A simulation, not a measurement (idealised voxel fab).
Presented below is a process module, voxel capacitor over wiring.
The cross-section on display is named cut; it measures 240 nm wide, and its cells are 5 nm squares.
Throughout this document, each cross-section is represented as a grid of square cells and is presented as a sequence of bands enumerated from the top downward, where a band comprises one or more rows of cells.
Read a band's entry like this: the first values are the height of its top and the height of its bottom in nm, and what follows is the sequence of materials from left to right, each with its width in nm. Note that "empty" is empty space, and that a single material marked "edge to edge" reaches across the band from edge to edge.
The reference from which all heights are counted is 0, the level beneath which the as-received wafer is entirely one material; the lowest band, having no lower bound, proceeds downward and is written after the example "0..down".
Width: "30 to 40" (first number = top row, second number = bottom row, same change from row to row of cells).
For the purposes of this document, the phrase "identical to before" attached to a step denotes that no cell within the cross-section was modified by that step.
"Closed void roster": sealed empty spaces, 8 cells or more, no open way to top, listed width x height at distance, with distance from the left edge and width, height and distance in nm.
If you see something after the settings on a step's line, that's the simulator's own remark about that step.
overlay nm: mask right of planned place by this much (step with mask). Neg. = left.

## Process steps (planned)
1,RECEIVE (material Si)
2,CONFORMAL_DEP (material SiO2; thk nm 15)
3,DIRECTIONAL_DEP (material TiN; thk nm 5)
4,DIRECTIONAL_DEP (material W; thk nm 15)
5,MASKED_ETCH (tone cover; mask id METAL_1; width nm 30; pitch nm 90; etch materials W; depth nm 15; overlay nm 0)
6,MASKED_ETCH (tone cover; mask id METAL_1; width nm 30; pitch nm 90; etch materials TiN; depth nm 5; overlay nm 0)
7,FILL_DEP (material SiO2; thk nm 5)
8,CMP (height nm 35)
9,CONFORMAL_DEP (material SiCN; thk nm 5)
10,DIRECTIONAL_DEP (material SiO2; thk nm 20)
11,DIRECTIONAL_DEP (material aC; thk nm 10)
12,PATTERN (tone open; mask id PLUG_1; material resist; width nm 15; thk nm 30; overlay nm 0)
13,DIRECTIONAL_ETCH (etch materials aC; depth nm 10)
14,STRIP (etch materials resist)
15,DIRECTIONAL_ETCH (etch materials SiO2; depth nm 20)
16,DIRECTIONAL_ETCH (etch materials SiCN; depth nm 5)
17,STRIP (etch materials aC)
18,EPI (material Ru; thk nm 10)
19,EPI (material Ru; thk nm 10)
20,EPI (material Ru; thk nm 5)
21,DIRECTIONAL_DEP (material TiN; thk nm 5)
22,DIRECTIONAL_DEP (material SiN; thk nm 5)
23,DIRECTIONAL_DEP (material TiN; thk nm 5)
24,MASKED_ETCH (tone cover; mask id UPPER_PLATE; width nm 65; etch materials TiN; depth nm 5; overlay nm 0)
25,MASKED_ETCH (tone cover; mask id UPPER_PLATE; width nm 65; etch materials SiN; depth nm 5; overlay nm 0)
26,MASKED_ETCH (tone cover; mask id LOWER_PLATE; width nm 75; etch materials TiN; depth nm 5; overlay nm 0)
27,FILL_DEP (material SiO2; thk nm 20)
28,CMP (height nm 90)
29,DIRECTIONAL_DEP (material aC; thk nm 10)
30,PATTERN (tone open; mask id PLUG_2; material resist; width nm 15; thk nm 30; overlay nm 0)
31,DIRECTIONAL_ETCH (etch materials aC; depth nm 10)
32,STRIP (etch materials resist)
33,DIRECTIONAL_ETCH (etch materials SiO2; depth nm 15)
34,STRIP (etch materials aC)
35,CONFORMAL_DEP (material TiN; thk nm 5)
36,FILL_DEP (material W; thk nm 5)
37,CMP (height nm 90)
38,CONFORMAL_DEP (material SiCN; thk nm 5)

## As received (post step 1): cross-section
    0..down | Si edge to edge
    Closed void roster: none

## Cross-section, end of module. Start: as above. Plan: as above. Execution: one mistake
    95..90 | SiCN edge to edge
    90..80 | 85 nm SiO2 | 5 nm TiN | 10 nm W | 5 nm TiN | 135 nm SiO2
    80..70 | 85 to 75 nm SiO2 | 20 to 65 nm TiN | 135 to 100 nm SiO2
    70..65 | 75 nm SiO2 | 65 nm SiN | 100 nm SiO2
    65..60 | 70 nm SiO2 | 75 nm TiN | 95 nm SiO2
    60..40 | 75 nm SiO2 | 15 nm Ru | 150 nm SiO2
    40..35 | 75 nm SiCN | 15 nm Ru | 150 nm SiCN
    35..20 | 60 nm SiO2 | 30 nm W | 60 nm SiO2 | 30 nm W | 60 nm SiO2
    20..15 | 60 nm SiO2 | 30 nm TiN | 60 nm SiO2 | 30 nm TiN | 60 nm SiO2
    15..0 | SiO2 edge to edge
    0..down | Si edge to edge
    Closed void roster: none
So what did we get wrong on this run? step 30 off recipe, ran as PATTERN (tone open; mask id PLUG_2; material resist; width nm 20; thk nm 30; overlay nm 0)
